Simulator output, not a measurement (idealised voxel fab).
You're looking at the process module voxel air gaps.
Xsec cut, 260 nm wide, square cell size 5 nm.
Cross-sections here: square-cell grids, written as top-down lists of bands, a band being one or more rows of cells.
Per band: top height and bottom height in nm, followed by the left-to-right materials and their widths in nm; "all across" marks a single material spanning edge to edge, "empty" marks empty space.
Basically, 0 is our baseline, since under it the wafer straight out of the box is all one material. The bottom band has no lower end and keeps on going down, so it looks like "0 nm and below".
Width: "30..40" (first number = top row, second number = bottom row, same change from row to row of cells).
The designation "stayed the same", where it is given for a processing step, indicates that no cell of the cross-section was altered in the course of that step.
"Enclosed void entries": sealed empty spaces, 8 cells or more, no open way to top, listed width x height at distance, with distance from the left edge and width, height and distance in nm.
Note: text after step settings on the step line = simulator remark on that step.
What "overlay nm" on a step's line means: if the step has a mask, that mask lay this far to the right of its planned place, or, when the value is negative, to the left.
## The steps planned for the process are as follows
- 1: op RECEIVE | material Si
- 2: op CONFORMAL_DEP | material SiO2 | thk nm 10
- 3: op CONFORMAL_DEP | material SiCN | thk nm 5
- 4: op DIRECTIONAL_DEP | material SiO2 | thk nm 35
- 5: op DIRECTIONAL_DEP | material aC | thk nm 15
- 6: op PATTERN | tone open | mask id LINES | material resist | width nm 25 | pitch nm 50 | thk nm 35 | overlay nm 0
- 7: op DIRECTIONAL_ETCH | etch materials aC | depth nm 15
- 8: op STRIP | etch materials resist
- 9: op DIRECTIONAL_ETCH | etch materials SiO2 | depth nm 35
- 10: op STRIP | etch materials aC
- 11: op CONFORMAL_DEP | material TiN | thk nm 5
- 12: op FILL_DEP | material W | thk nm 10
- 13: op CMP | height nm 50
- 14: op EPI | material Ru | thk nm 10
- 15: op SELECTIVE_ETCH | etch materials SiO2 | depth nm 45
- 16: op CONFORMAL_DEP | material SiCN | thk nm 5
## Incoming wafer, cross-sectional view, post step 1
* 0 nm and below = Si all across
* Enclosed void entries: none
## Cross-section, first of two wafers, end of module, run as planned
* 65 nm to 60 nm = empty=25; SiCN=205; empty=30
* 60 nm to 50 nm = empty=25; SiCN=5; Ru=45; SiCN=5; Ru=45; SiCN=5; Ru=45; SiCN=5; Ru=45; SiCN=5; empty=30
* 50 nm to 45 nm = empty=25; SiCN=15; TiN=5; W=15; TiN=5; SiCN=25; TiN=5; W=15; TiN=5; SiCN=25; TiN=5; W=15; TiN=5; SiCN=25; TiN=5; W=15; TiN=5; SiCN=15; empty=30
* 45 nm to 20 nm = empty=35; SiCN=5; TiN=5; W=15; TiN=5; SiCN=5; empty=15; SiCN=5; TiN=5; W=15; TiN=5; SiCN=5; empty=15; SiCN=5; TiN=5; W=15; TiN=5; SiCN=5; empty=15; SiCN=5; TiN=5; W=15; TiN=5; SiCN=5; empty=40
* 20 nm to 15 nm = SiCN=40; TiN=25; SiCN=25; TiN=25; SiCN=25; TiN=25; SiCN=25; TiN=25; SiCN=45
* 15 nm to 10 nm = SiCN all across
* 10 nm to 0 nm = SiO2 all across
* 0 nm and below = Si all across
* Enclosed void entries: 15 x 25 at 70; 15 x 25 at 120; 15 x 25 at 170
## Presented here is a cross-section of the second of the two wafers as it stood at the end of the module. It was started in the same manner and assigned the same plan as the first wafer; however, one mistake was made in its execution
* 65 nm to 60 nm = empty=15; SiCN=205; empty=40
* 60 nm to 50 nm = empty=15; SiCN=5; Ru=45; SiCN=5; Ru=45; SiCN=5; Ru=45; SiCN=5; Ru=45; SiCN=5; empty=40
* 50 nm to 45 nm = empty=15; SiCN=15; TiN=5; W=15; TiN=5; SiCN=25; TiN=5; W=15; TiN=5; SiCN=25; TiN=5; W=15; TiN=5; SiCN=25; TiN=5; W=15; TiN=5; SiCN=15; empty=40
* 45 nm to 20 nm = empty=25; SiCN=5; TiN=5; W=15; TiN=5; SiCN=5; empty=15; SiCN=5; TiN=5; W=15; TiN=5; SiCN=5; empty=15; SiCN=5; TiN=5; W=15; TiN=5; SiCN=5; empty=15; SiCN=5; TiN=5; W=15; TiN=5; SiCN=5; empty=50
* 20 nm to 15 nm = SiCN=30; TiN=25; SiCN=25; TiN=25; SiCN=25; TiN=25; SiCN=25; TiN=25; SiCN=55
* 15 nm to 10 nm = SiCN all across
* 10 nm to 0 nm = SiO2 all across
* 0 nm and below = Si all across
* Enclosed void entries: 15 x 25 at 60; 15 x 25 at 110; 15 x 25 at 160
Against the plan, the run slipped here: it should be noted that step 6 was executed with settings other than those planned, the operation and settings actually applied being op PATTERN | tone open | mask id LINES | material resist | width nm 25 | pitch nm 50 | thk nm 35 | overlay nm -10
Upon completion, the cell count for each material on the second wafer equals that on the first, whereas the spatial distribution of those cells differs.
